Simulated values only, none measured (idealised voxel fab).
The following process module bears the name voxel capacitor over wiring.
The cross-section on display is named cut; it measures 170 nm wide, and its cells are 5 nm squares.
How to read a cross-section here: the picture is a grid of square cells, written as bands going from the top down, and any band can span one or more rows of cells.
First you get the band's top height and its bottom height, in nm, and then the materials it's made of, left to right, with each width in nm. If you see a single material with "everywhere", that one covers the band edge to edge. "air" is empty space.
We count height from 0. Below that, the starting wafer is all one material. The lowest band never ends at the bottom but goes on down; see "0 down" for how that is written.
So if you see something like "30 to 40" for the width, read it as the top row of the band sitting at the first number and the bottom row at the second, with every row in between moving by the same amount as the last.
For the purposes of this document, the phrase "no change occurred" attached to a step denotes that no cell within the cross-section was modified by that step.
In "Cavities, sealed" the enclosed voids are listed, meaning empty spaces of 8 cells or larger without any opening to the top. The form is width x height at distance, distance from the left edge, units nm.
Post-settings text on a step line: simulator's own remark regarding the step.
overlay nm: right-of-plan distance of the mask on a masked step; negative values mean left-of-plan.
Heads up before you read on: it's before/after pairs around one process step each, after side only down to the lowest band that changed, step plus settings under the pair. Pairs can be from different runs of this module, same starting wafer, so only chain a pair onto the one above if its "Incoming profile" entry says so.
# Incoming profile
    95 to 75 | air 35; resist 75; air 60
    75 to 65 | air 35; resist 5; TiN 65; resist 5; air 60
    65 to 60 | air 35; resist 5; SiN 65; resist 5; air 60
    60 to 50 | air 35; TiN 75; air 60
    50 to 35 | lowk 40; TiN 5; SiN 5; TiN 5; lowk 115
    35 to 30 | SiCN 40; TiN 15; SiCN 115
    30 to 15 | SiO2 35; Ru 20; SiO2 60; Ru 20; SiO2 35
    15 to 10 | SiO2 35; TiN 20; SiO2 60; TiN 20; SiO2 35
    10 to 0 | SiO2 everywhere
    0 down | Si everywhere
    Cavities, sealed: none
# Sectional View, Post-Process
    75 to 65 | air 40; TiN 65; air 65
    65 to 60 | air 40; SiN 65; air 65
    Under the height 60 nothing was changed.
    Cavities, sealed: none
Before/after cross-sections above; step in between: STRIP,etch materials resist
Incoming profile: the after view from the pair directly above serves as the before view here.
# Sectional View, Post-Process
    90 to 75 | SiO2 everywhere
    75 to 65 | SiO2 40; TiN 65; SiO2 65
    65 to 60 | SiO2 40; SiN 65; SiO2 65
    60 to 50 | SiO2 35; TiN 75; SiO2 60
    Under the height 50 nothing was changed.
    Cavities, sealed: none
Before/after cross-sections above; step in between: FILL_DEP,material SiO2,thk nm 15
Incoming profile: the after view from the pair directly above serves as the before view here.
# Sectional View, Post-Process
    85 to 75 | SiO2 everywhere
    Under the height 75 nothing was changed.
    Cavities, sealed: none
Before/after cross-sections above; step in between: CMP,height nm 85
Incoming profile: the after view from the pair directly above serves as the before view here.
# Sectional View, Post-Process
    100 to 85 | aC everywhere
    Under the height 85 nothing was changed.
    Cavities, sealed: none
Before/after cross-sections above; step in between: DIRECTIONAL_DEP,material aC,thk nm 15
Incoming profile: the after view from the pair directly above serves as the before view here.
# Sectional View, Post-Process
    130 to 100 | resist 50; air 15; resist 105
    Under the height 100 nothing was changed.
    Cavities, sealed: none
Before/after cross-sections above; step in between: PATTERN,tone open,mask id PLUG_2,material resist,width nm 15,thk nm 30,overlay nm 0
Incoming profile: the after view from the pair directly above serves as the before view here.
# Sectional View, Post-Process
    115 to 100 | resist 50; air 15; resist 105
    100 to 85 | aC 50; air 15; aC 105
    Under the height 85 nothing was changed.
    Cavities, sealed: none
Before/after cross-sections above; step in between: DIRECTIONAL_ETCH,etch materials aC,depth nm 15
Incoming profile: the after view from the pair directly above serves as the before view here.
# Sectional View, Post-Process
    100 to 85 | aC 50; air 15; aC 105
    Under the height 85 nothing was changed.
    Cavities, sealed: none
Before/after cross-sections above; step in between: STRIP,etch materials resist
Incoming profile: the after view from the pair directly above serves as the before view here.
# Sectional View, Post-Process
    100 to 85 | aC 50; air 15; aC 105
    85 to 75 | SiO2 50; air 15; SiO2 105
    Under the height 75 nothing was changed.
    Cavities, sealed: none
Before/after cross-sections above; step in between: DIRECTIONAL_ETCH,etch materials SiO2,depth nm 10
Incoming profile: the after view from the pair directly above serves as the before view here.
# Sectional View, Post-Process
    85 to 75 | SiO2 50; air 15; SiO2 105
    Under the height 75 nothing was changed.
    Cavities, sealed: none
Before/after cross-sections above; step in between: STRIP,etch materials aC
Incoming profile: the after view from the pair directly above serves as the before view here.
# Sectional View, Post-Process
    90 to 85 | TiN 55; air 5; TiN 110
    85 to 80 | SiO2 50; TiN 5; air 5; TiN 5; SiO2 105
    80 to 75 | SiO2 50; TiN 15; SiO2 105
    Under the height 75 nothing was changed.
    Cavities, sealed: none
Before/after cross-sections above; step in between: CONFORMAL_DEP,material TiN,thk nm 5
Incoming profile: the after view from the pair directly above serves as the before view here.
# Sectional View, Post-Process
    95 to 90 | Cu everywhere
    90 to 85 | TiN 55; Cu 5; TiN 110
    85 to 80 | SiO2 50; TiN 5; Cu 5; TiN 5; SiO2 105
    Under the height 80 nothing was changed.
    Cavities, sealed: none
Before/after cross-sections above; step in between: FILL_DEP,material Cu,thk nm 5
Incoming profile: the after view from the pair directly above serves as the before view here.
# Sectional View, Post-Process
    85 to 80 | SiO2 50; TiN 5; Cu 5; TiN 5; SiO2 105
    Under the height 80 nothing was changed.
    Cavities, sealed: none
Before/after cross-sections above; step in between: CMP,height nm 85
Incoming profile: the after view from the pair directly above serves as the before view here.
# Sectional View, Post-Process
    90 to 85 | SiN everywhere
    Under the height 85 nothing was changed.
    Cavities, sealed: none
Before/after cross-sections above; step in between: CONFORMAL_DEP,material SiN,thk nm 5
# Incoming profile
    100 to 85 | aC everywhere
    85 to 75 | SiO2 everywhere
    75 to 65 | SiO2 40; TiN 65; SiO2 65
    65 to 60 | SiO2 40; SiN 65; SiO2 65
    60 to 50 | SiO2 35; TiN 75; SiO2 60
    50 to 35 | lowk 40; TiN 5; W 5; TiN 5; lowk 115
    35 to 30 | SiCN 40; TiN 15; SiCN 115
    30 to 15 | SiO2 35; Ru 20; SiO2 60; Ru 20; SiO2 35
    15 to 10 | SiO2 35; TiN 20; SiO2 60; TiN 20; SiO2 35
    10 to 0 | SiO2 everywhere
    0 down | Si everywhere
    Cavities, sealed: none
# Sectional View, Post-Process
    130 to 100 | air 50; resist 15; air 105
    Under the height 100 nothing was changed.
    Cavities, sealed: none
Before/after cross-sections above; step in between: PATTERN,tone cover,mask id PLUG_2,material resist,width nm 15,thk nm 30,overlay nm 0
Incoming profile: the after view from the pair directly above serves as the before view here.
# Sectional View, Post-Process
    115 to 100 | air 50; resist 15; air 105
    100 to 85 | air 50; aC 15; air 105
    Under the height 85 nothing was changed.
    Cavities, sealed: none
Before/after cross-sections above; step in between: DIRECTIONAL_ETCH,etch materials aC,depth nm 15
Incoming profile: the after view from the pair directly above serves as the before view here.
# Sectional View, Post-Process
    100 to 85 | air 50; aC 15; air 105
    Under the height 85 nothing was changed.
    Cavities, sealed: none
Before/after cross-sections above; step in between: STRIP,etch materials resist
Incoming profile: the after view from the pair directly above serves as the before view here.
# Sectional View, Post-Process
    100 to 85 | air 50; aC 15; air 105
    85 to 75 | air 50; SiO2 15; air 105
    Under the height 75 nothing was changed.
    Cavities, sealed: none
Before/after cross-sections above; step in between: DIRECTIONAL_ETCH,etch materials SiO2,depth nm 10
Incoming profile: the after view from the pair directly above serves as the before view here.
# Sectional View, Post-Process
    85 to 75 | air 50; SiO2 15; air 105
    Under the height 75 nothing was changed.
    Cavities, sealed: none
Before/after cross-sections above; step in between: STRIP,etch materials aC
Incoming profile: the after view from the pair directly above serves as the before view here.
# Sectional View, Post-Process
    90 to 85 | air 45; TiN 25; air 100
    85 to 80 | air 45; TiN 5; SiO2 15; TiN 5; air 100
    80 to 75 | TiN 50; SiO2 15; TiN 105
    Under the height 75 nothing was changed.
    Cavities, sealed: none
Before/after cross-sections above; step in between: CONFORMAL_DEP,material TiN,thk nm 5
Incoming profile: the after view from the pair directly above serves as the before view here.
# Sectional View, Post-Process
    95 to 90 | Cu everywhere
    90 to 85 | Cu 45; TiN 25; Cu 100
    85 to 80 | Cu 45; TiN 5; SiO2 15; TiN 5; Cu 100
    Under the height 80 nothing was changed.
    Cavities, sealed: none
Before/after cross-sections above; step in between: FILL_DEP,material Cu,thk nm 5
Incoming profile: the after view from the pair directly above serves as the before view here.
# Sectional View, Post-Process
    85 to 80 | Cu 45; TiN 5; SiO2 15; TiN 5; Cu 100
    Under the height 80 nothing was changed.
    Cavities, sealed: none
Before/after cross-sections above; step in between: CMP,height nm 85
Incoming profile: the after view from the pair directly above serves as the before view here.
# Sectional View, Post-Process
    90 to 85 | SiN everywhere
    Under the height 85 nothing was changed.
    Cavities, sealed: none
Before/after cross-sections above; step in between: CONFORMAL_DEP,material SiN,thk nm 5
